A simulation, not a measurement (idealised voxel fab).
You're looking at the process module voxel capacitor over wiring.
Cross-sectional view cut (width: 190 nm; square cell size: 5 nm).
Cross-section layout: square cells on a grid; listed as bands, top to bottom; a band spans one or more cell rows. For a band, the entry starts with two heights in nm, that of the top and then that of the bottom, and carries on with the band's materials in order from left to right, each alongside its width in nm; the word "everywhere" beside a single material means it fills the band edge to edge, and "air" means empty space. Height 0 is the level under which the wafer as received is all one material. The lowest band goes on downwards, as in "z 0 and below". The width entry "30->40" should be interpreted row by row: the top row of cells in the band takes the first number, the bottom row takes the second number, and the change between adjacent rows is uniform throughout. Take "no alteration" at face value: in the step it is given for, the cross-section changed in none of its cells. What "Closed void inventory" gives you is every empty space of 8 cells or more that is cut off from the top. Each appears as width x height at distance, with the distance taken from the left edge and width, height and distance all in nm. Where a step's line continues beyond its settings, the continuation is a remark by the simulator itself on that step. The optional step-line setting "overlay nm" applies to steps with a mask and quantifies how far to the right of its planned location the mask lay, a negative value indicating leftward placement.

SO HERE'S THE LINEUP OF PROCESS STEPS WE PLANNED
1: RECEIVE, material Si
2: CONFORMAL_DEP, material SiO2, thk nm 10
3: CONFORMAL_DEP, material SiN, thk nm 5
4: DIRECTIONAL_DEP, material SiO2, thk nm 15
5: DIRECTIONAL_DEP, material aC, thk nm 10
6: PATTERN, tone open, mask id METAL_1, material resist, width nm 30, pitch nm 80, thk nm 30, overlay nm 0
7: DIRECTIONAL_ETCH, etch materials aC, depth nm 10
8: STRIP, etch materials resist
9: DIRECTIONAL_ETCH, etch materials SiO2, depth nm 15
10: DIRECTIONAL_ETCH, etch materials SiN, depth nm 5
11: STRIP, etch materials aC
12: CONFORMAL_DEP, material TiN, thk nm 5
13: FILL_DEP, material Ru, thk nm 10
14: CMP, height nm 30
15: EPI, material Ru, thk nm 5
16: FILL_DEP, material SiCN, thk nm 5
17: DIRECTIONAL_DEP, material SiO2, thk nm 10
18: MASKED_ETCH, tone open, mask id PLUG_1, width nm 15, etch materials SiO2, depth nm 10, overlay nm 0
19: MASKED_ETCH, tone open, mask id PLUG_1, width nm 15, etch materials SiCN, depth nm 5, overlay nm 0
20: CONFORMAL_DEP, material TiN, thk nm 5
21: FILL_DEP, material Cu, thk nm 5
22: CMP, height nm 50
23: DIRECTIONAL_DEP, material TiN, thk nm 5
24: DIRECTIONAL_DEP, material HfO2, thk nm 5
25: DIRECTIONAL_DEP, material TiN, thk nm 10
26: DIRECTIONAL_DEP, material aC, thk nm 15
27: PATTERN, tone cover, mask id UPPER_PLATE, material resist, width nm 55, thk nm 30, overlay nm 0
28: DIRECTIONAL_ETCH, etch materials aC, depth nm 15
29: STRIP, etch materials resist
30: DIRECTIONAL_ETCH, etch materials TiN, depth nm 10
31: DIRECTIONAL_ETCH, etch materials HfO2, depth nm 5
32: STRIP, etch materials aC
33: PATTERN, tone cover, mask id LOWER_PLATE, material resist, width nm 55, thk nm 15, overlay nm 0
34: DIRECTIONAL_ETCH, etch materials TiN, depth nm 5
35: STRIP, etch materials resist
36: FILL_DEP, material SiO2, thk nm 20
37: CMP, height nm 85
38: MASKED_ETCH, tone open, mask id PLUG_2, width nm 15, etch materials SiO2, depth nm 15, overlay nm 0
39: CONFORMAL_DEP, material TiN, thk nm 5
40: FILL_DEP, material W, thk nm 5
41: CMP, height nm 85
42: CONFORMAL_DEP, material SiCN, thk nm 5
Wafer-to-wafer difference: width nm, step 33. Common start. Plan = first wafer's value.

FIRST WAFER OF SEVERAL, AS RECEIVED: CROSS-SECTION AFTER STEP 1
  z 0 and below | Si everywhere
  Closed void inventory: none

HEADS UP, THIS TABLE GOES WAFER BY WAFER. A ROW TELLS YOU, AT THE END OF THE MODULE, HOW MANY CELLS OF EACH MATERIAL THAT WAFER HAS PUT ON (+) OR DROPPED (-) SINCE IT WAS RECEIVED, AND THEN ITS CLOSED VOIDS
width nm 55, +2 Cu, +11 HfO2, +40 Ru, +95 SiCN, +26 SiN, +437 SiO2, +71 TiN, +2 W, Closed void inventory: none
width nm 60, +2 Cu, +11 HfO2, +40 Ru, +95 SiCN, +26 SiN, +436 SiO2, +72 TiN, +2 W, Closed void inventory: none
width nm 65, +2 Cu, +11 HfO2, +40 Ru, +95 SiCN, +26 SiN, +435 SiO2, +73 TiN, +2 W, Closed void inventory: none
width nm 70, +2 Cu, +11 HfO2, +40 Ru, +95 SiCN, +26 SiN, +434 SiO2, +74 TiN, +2 W, Closed void inventory: none
width nm 75, +2 Cu, +11 HfO2, +40 Ru, +95 SiCN, +26 SiN, +433 SiO2, +75 TiN, +2 W, Closed void inventory: none
width nm 80, +2 Cu, +11 HfO2, +40 Ru, +95 SiCN, +26 SiN, +432 SiO2, +76 TiN, +2 W, Closed void inventory: none
